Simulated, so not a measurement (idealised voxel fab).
This section sets out a process module, namely voxel capacitor over wiring.
FYI the section here is cut, 260 nm wide, cells are 5 nm squares.
Cross-section format: a grid of square cells, given as bands from top to bottom; each band is one or more rows of cells.
For a band, the entry starts with two heights in nm, that of the top and then that of the bottom, and carries on with the band's materials in order from left to right, each alongside its width in nm; the word "edge to edge" beside a single material means it fills the band edge to edge, and "blank" means empty space.
We count height from 0. Below that, the starting wafer is all one material. The lowest band never ends at the bottom but goes on down; see "top 0, no bottom" for how that is written.
Quick explanation for "30->40": the width changes in equal steps down the rows of cells, from the first number in the band's top row to the second number in its bottom row.
It should be understood that the words "remained unchanged", when stated for a given step, signify that the cross-section underwent no change in any of its cells during that step.
"Sealed cavities" contains a list of empty spaces, each no smaller than 8 cells and without an open way to the top, written in the form width x height at distance with the distance from the left edge and all three in nm.
Text after the settings on a step's line: the simulator's own remark on that step.
overlay nm: where the mask lay relative to plan, measured to the right, on steps with a mask; negatives go left.
PLAN
step 1: RECEIVE with material Si
step 2: CONFORMAL_DEP with material SiO2, thk nm 15
step 3: CONFORMAL_DEP with material SiCN, thk nm 5
step 4: DIRECTIONAL_DEP with material SiO2, thk nm 15
step 5: MASKED_ETCH with tone open, mask id METAL_1, width nm 30, pitch nm 100, etch materials SiO2, depth nm 15, overlay nm 0
step 6: MASKED_ETCH with tone open, mask id METAL_1, width nm 30, pitch nm 100, etch materials SiCN, depth nm 5, overlay nm 0
step 7: CONFORMAL_DEP with material TiN, thk nm 5
step 8: FILL_DEP with material Cu, thk nm 5
step 9: CMP with height nm 35
step 10: EPI with material Ru, thk nm 5
step 11: FILL_DEP with material SiCN, thk nm 5
step 12: DIRECTIONAL_DEP with material SiO2, thk nm 15
step 13: MASKED_ETCH with tone open, mask id PLUG_1, width nm 15, etch materials SiO2, depth nm 15, overlay nm 0
step 14: MASKED_ETCH with tone open, mask id PLUG_1, width nm 15, etch materials SiCN, depth nm 5, overlay nm 0
step 15: EPI with material Ru, thk nm 10
step 16: EPI with material Ru, thk nm 10
step 17: DIRECTIONAL_DEP with material TiN, thk nm 5
step 18: DIRECTIONAL_DEP with material Al2O3, thk nm 5
step 19: DIRECTIONAL_DEP with material TiN, thk nm 10
step 20: MASKED_ETCH with tone cover, mask id UPPER_PLATE, width nm 75, etch materials TiN, depth nm 10, overlay nm 0
step 21: MASKED_ETCH with tone cover, mask id UPPER_PLATE, width nm 75, etch materials Al2O3, depth nm 5, overlay nm 0
step 22: PATTERN with tone cover, mask id LOWER_PLATE, material resist, width nm 85, thk nm 15, overlay nm 0
step 23: DIRECTIONAL_ETCH with etch materials TiN, depth nm 5
step 24: STRIP with etch materials resist
step 25: FILL_DEP with material SiO2, thk nm 20
step 26: CMP with height nm 95
step 27: PATTERN with tone open, mask id PLUG_2, material resist, width nm 15, thk nm 15, overlay nm 0
step 28: DIRECTIONAL_ETCH with etch materials SiO2, depth nm 15
step 29: STRIP with etch materials resist
step 30: CONFORMAL_DEP with material TiN, thk nm 5
step 31: FILL_DEP with material Ru, thk nm 10
step 32: CMP with height nm 95
step 33: CONFORMAL_DEP with material SiN, thk nm 5
CROSS-SECTION OF THE WAFER AS IT CAME TO US, I.E., ALREADY THROUGH STEP 1
  top 0, no bottom: Si edge to edge
  Sealed cavities: none
THE PLAN ABOVE WAS CARRIED OUT ON THE STARTING STRUCTURE ABOVE WITH ONE MISTAKE, AND THIS CROSS-SECTION SHOWS THE WAFER AT THE END OF THE MODULE
  top 100, bottom 95: SiN edge to edge
  top 95, bottom 90: SiO2: 90 / TiN: 15 / SiO2: 155
  top 90, bottom 80: SiO2: 90 / TiN: 65 / SiO2: 105
  top 80, bottom 75: SiO2: 95 / Al2O3: 60 / SiO2: 105
  top 75, bottom 70: SiO2: 75 / TiN: 5 / SiO2: 15 / TiN: 65 / SiO2: 100
  top 70, bottom 60: SiO2: 80 / TiN: 15 / SiO2: 165
  top 60, bottom 55: SiO2: 80 / Al2O3: 15 / SiO2: 165
  top 55, bottom 50: SiCN: 80 / TiN: 15 / SiCN: 165
  top 50, bottom 40: SiCN edge to edge
  top 40, bottom 35: SiCN: 60 / Ru: 40 / SiCN: 60 / Ru: 40 / SiCN: 60
  top 35, bottom 20: SiO2: 65 / TiN: 5 / Cu: 20 / TiN: 5 / SiO2: 70 / TiN: 5 / Cu: 20 / TiN: 5 / SiO2: 65
  top 20, bottom 15: SiCN: 65 / TiN: 30 / SiCN: 70 / TiN: 30 / SiCN: 65
  top 15, bottom 0: SiO2 edge to edge
  top 0, no bottom: Si edge to edge
  Sealed cavities: none
What went wrong in running the wafer? step 11 was processed under conditions differing from the plan, specifically as FILL_DEP with material SiCN, thk nm 15
